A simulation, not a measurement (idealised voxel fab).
You're looking at the process module voxel double patterning.
This is section cut - it's 230 nm across, gridded in 5 nm square cells.
Think of the cross-section as a grid of square cells. We describe it in bands, top to bottom, and each band covers one or more rows of those cells. Top, bottom (nm), then materials left to right with widths (nm); lone material tagged "edge to edge" fills the whole band edge to edge; "blank" = empty space. Heads up on the height convention: 0 is the point under which the incoming wafer is all one material, and the lowest band has no bottom, it just keeps going down, like "0 -> down". Width: "30 to 40" (first number = top row, second number = bottom row, same change from row to row of cells). It should be understood that the words "remained the same", when stated for a given step, signify that the cross-section underwent no change in any of its cells during that step. Enclosed voids (no open way to top), threshold 8 cells or more, entry "Closed empty spaces", notation width x height at distance, distance from left edge, nm. What comes after the settings on a step's line is commentary from the simulator itself on that step. A step's line can hold "overlay nm"; with a mask on that step, the setting says how far right of the planned place the mask lay, while a negative setting says it lay to the left.

List of planned process steps
1: RECEIVE,material Si
2: CONFORMAL_DEP,material SiO2,thk nm 5
3: DIRECTIONAL_DEP,material W,thk nm 20
4: DIRECTIONAL_DEP,material SiCN,thk nm 10
5: DIRECTIONAL_DEP,material aC,thk nm 10
6: PATTERN,tone open,mask id FIRST,material resist,width nm 15,pitch nm 50,thk nm 25,overlay nm -15
7: DIRECTIONAL_ETCH,etch materials aC,depth nm 10
8: STRIP,etch materials resist
9: DIRECTIONAL_ETCH,etch materials SiCN,depth nm 10
10: STRIP,etch materials aC
11: MASKED_ETCH,tone open,mask id SECOND,width nm 15,pitch nm 50,etch materials SiCN,depth nm 10,overlay nm 0
12: DIRECTIONAL_ETCH,etch materials W,depth nm 20
13: STRIP,etch materials SiCN
The value of overlay nm given for step 6 in the plan refers to the first wafer; the wafers vary in this setting and are alike at the start.

Cross-section: the first of several wafers in its as-received state, i.e. following step 1
- 0 -> down = Si edge to edge
- Closed empty spaces: none

Module end state after final step 13: cross-section of the first of several wafers
- 25 -> 5 = W 40 nm, blank 15 nm, W 25 nm, blank 25 nm, W 25 nm, blank 25 nm, W 75 nm
- 5 -> 0 = SiO2 edge to edge
- 0 -> down = Si edge to edge
- Closed empty spaces: none

The last wafer as seen in cross-section at the end of the module
- 25 -> 5 = W 70 nm, blank 25 nm, W 25 nm, blank 25 nm, W 25 nm, blank 15 nm, W 45 nm
- 5 -> 0 = SiO2 edge to edge
- 0 -> down = Si edge to edge
- Closed empty spaces: none

Below, a row for every wafer. Read it as the end-of-module picture: for each material the wafer shows its cells gained (+) or lost (-) since it was received, and then its closed voids
overlay nm -15; +46 SiO2; +132 W; Closed empty spaces: none
overlay nm -10; +46 SiO2; +124 W; Closed empty spaces: none
overlay nm -5; +46 SiO2; +124 W; Closed empty spaces: none
overlay nm 0; +46 SiO2; +124 W; Closed empty spaces: none
overlay nm 5; +46 SiO2; +124 W; Closed empty spaces: none
overlay nm 10; +46 SiO2; +124 W; Closed empty spaces: none
overlay nm 15; +46 SiO2; +132 W; Closed empty spaces: none
